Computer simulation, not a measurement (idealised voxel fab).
Process module heading - voxel air gaps
Cross-section cut spans 280 nm and uses square cells 5 nm in size.
A cross-section in this document is a grid of square cells, and it is written down as bands, the top band listed before the ones below it; a band is made up of one or more rows of cells. The band entry comprises the height of the band's top followed by the height of its bottom, expressed in nm, and subsequently the band's materials from left to right, each stated together with its width in nm. Where a single material is marked with the word "everywhere", that material fills the band from edge to edge. The word "empty" represents empty space. A quick word on heights: they are counted from 0, and under that level the wafer as it came to us is one material throughout. The lowest band is different from the rest in having no bottom; it simply continues downward, written as in "0 down". You'd read "30 to 40" like this: the band's top row of cells is as wide as the first number, its bottom row is as wide as the second, and going down, every row changes width by the same amount as the row before did. Where the words "remained unchanged" appear for a step, the cross-section shows no cell changed by that step; every cell remained as before. "Closed void table" specifies each empty space that is not open to the top and that occupies no fewer than 8 cells, using the form width x height at distance, the distance measured from the left edge and all three quantities in nm. On each step's line, the part that comes after the settings is the simulator's own comment on the step. "overlay nm" answers the question of how far to the right of plan the mask lay on a step that has a mask, and when it is negative the answer is to the left.
# The steps planned for the process are as follows
1,RECEIVE | material Si
2,CONFORMAL_DEP | material SiO2 | thk nm 10
3,CONFORMAL_DEP | material SiCN | thk nm 5
4,DIRECTIONAL_DEP | material SiO2 | thk nm 35
5,MASKED_ETCH | tone open | mask id LINES | width nm 25 | pitch nm 50 | etch materials SiO2 | depth nm 35 | overlay nm 0
6,CONFORMAL_DEP | material TiN | thk nm 5
7,FILL_DEP | material Cu | thk nm 10
8,CMP | height nm 50
9,EPI | material Ru | thk nm 10
10,SELECTIVE_ETCH | etch materials SiO2 | depth nm 45
11,CONFORMAL_DEP | material SiCN | thk nm 5
# Cross-section of the incoming wafer, state after step 1
0 down: Si everywhere
Closed void table: none
# Sectioned view, first of two wafers, at the close of the module, processed as intended in the plan
65 to 60: 35 of empty; 205 of SiCN; 40 of empty
60 to 50: 35 of empty; 5 of SiCN; 45 of Ru; 5 of SiCN; 45 of Ru; 5 of SiCN; 45 of Ru; 5 of SiCN; 45 of Ru; 5 of SiCN; 40 of empty
50 to 45: 35 of empty; 15 of SiCN; 5 of TiN; 15 of Cu; 5 of TiN; 25 of SiCN; 5 of TiN; 15 of Cu; 5 of TiN; 25 of SiCN; 5 of TiN; 15 of Cu; 5 of TiN; 25 of SiCN; 5 of TiN; 15 of Cu; 5 of TiN; 15 of SiCN; 40 of empty
45 to 20: 45 of empty; 5 of SiCN; 5 of TiN; 15 of Cu; 5 of TiN; 5 of SiCN; 15 of empty; 5 of SiCN; 5 of TiN; 15 of Cu; 5 of TiN; 5 of SiCN; 15 of empty; 5 of SiCN; 5 of TiN; 15 of Cu; 5 of TiN; 5 of SiCN; 15 of empty; 5 of SiCN; 5 of TiN; 15 of Cu; 5 of TiN; 5 of SiCN; 50 of empty
20 to 15: 50 of SiCN; 25 of TiN; 25 of SiCN; 25 of TiN; 25 of SiCN; 25 of TiN; 25 of SiCN; 25 of TiN; 55 of SiCN
15 to 10: SiCN everywhere
10 to 0: SiO2 everywhere
0 down: Si everywhere
Closed void table: 15 x 25 at 80; 15 x 25 at 130; 15 x 25 at 180
# Wafer two (of two), end-of-module cross-section: start = wafer one, plan = wafer one, one run mistake
65 to 60: 40 of empty; 45 of SiCN; 5 of empty; 45 of SiCN; 5 of empty; 45 of SiCN; 5 of empty; 45 of SiCN; 45 of empty
60 to 50: 40 of empty; 5 of SiCN; 35 of Ru; 5 of SiCN; 5 of empty; 5 of SiCN; 35 of Ru; 5 of SiCN; 5 of empty; 5 of SiCN; 35 of Ru; 5 of SiCN; 5 of empty; 5 of SiCN; 35 of Ru; 5 of SiCN; 45 of empty
50 to 45: 40 of empty; 15 of SiCN; 5 of TiN; 5 of Cu; 5 of TiN; 15 of SiCN; 5 of empty; 15 of SiCN; 5 of TiN; 5 of Cu; 5 of TiN; 15 of SiCN; 5 of empty; 15 of SiCN; 5 of TiN; 5 of Cu; 5 of TiN; 15 of SiCN; 5 of empty; 15 of SiCN; 5 of TiN; 5 of Cu; 5 of TiN; 15 of SiCN; 45 of empty
45 to 20: 50 of empty; 5 of SiCN; 5 of TiN; 5 of Cu; 5 of TiN; 5 of SiCN; 25 of empty; 5 of SiCN; 5 of TiN; 5 of Cu; 5 of TiN; 5 of SiCN; 25 of empty; 5 of SiCN; 5 of TiN; 5 of Cu; 5 of TiN; 5 of SiCN; 25 of empty; 5 of SiCN; 5 of TiN; 5 of Cu; 5 of TiN; 5 of SiCN; 55 of empty
20 to 15: 55 of SiCN; 15 of TiN; 35 of SiCN; 15 of TiN; 35 of SiCN; 15 of TiN; 35 of SiCN; 15 of TiN; 60 of SiCN
15 to 10: SiCN everywhere
10 to 0: SiO2 everywhere
0 down: Si everywhere
Closed void table: none
In executing the process, a mistake was made relative to the plan: step 5 ran differently from the plan; actual operation with settings: MASKED_ETCH | tone open | mask id LINES | width nm 15 | pitch nm 50 | etch materials SiO2 | depth nm 35 | overlay nm 0
At the finish, the second wafer shows more or fewer cells for some materials than the first does: 48 fewer of Cu; 16 fewer of Ru; 12 more of SiCN; 8 fewer of TiN
Quick summary for you: first wafer finishes at 3 closed voids, second at 0.
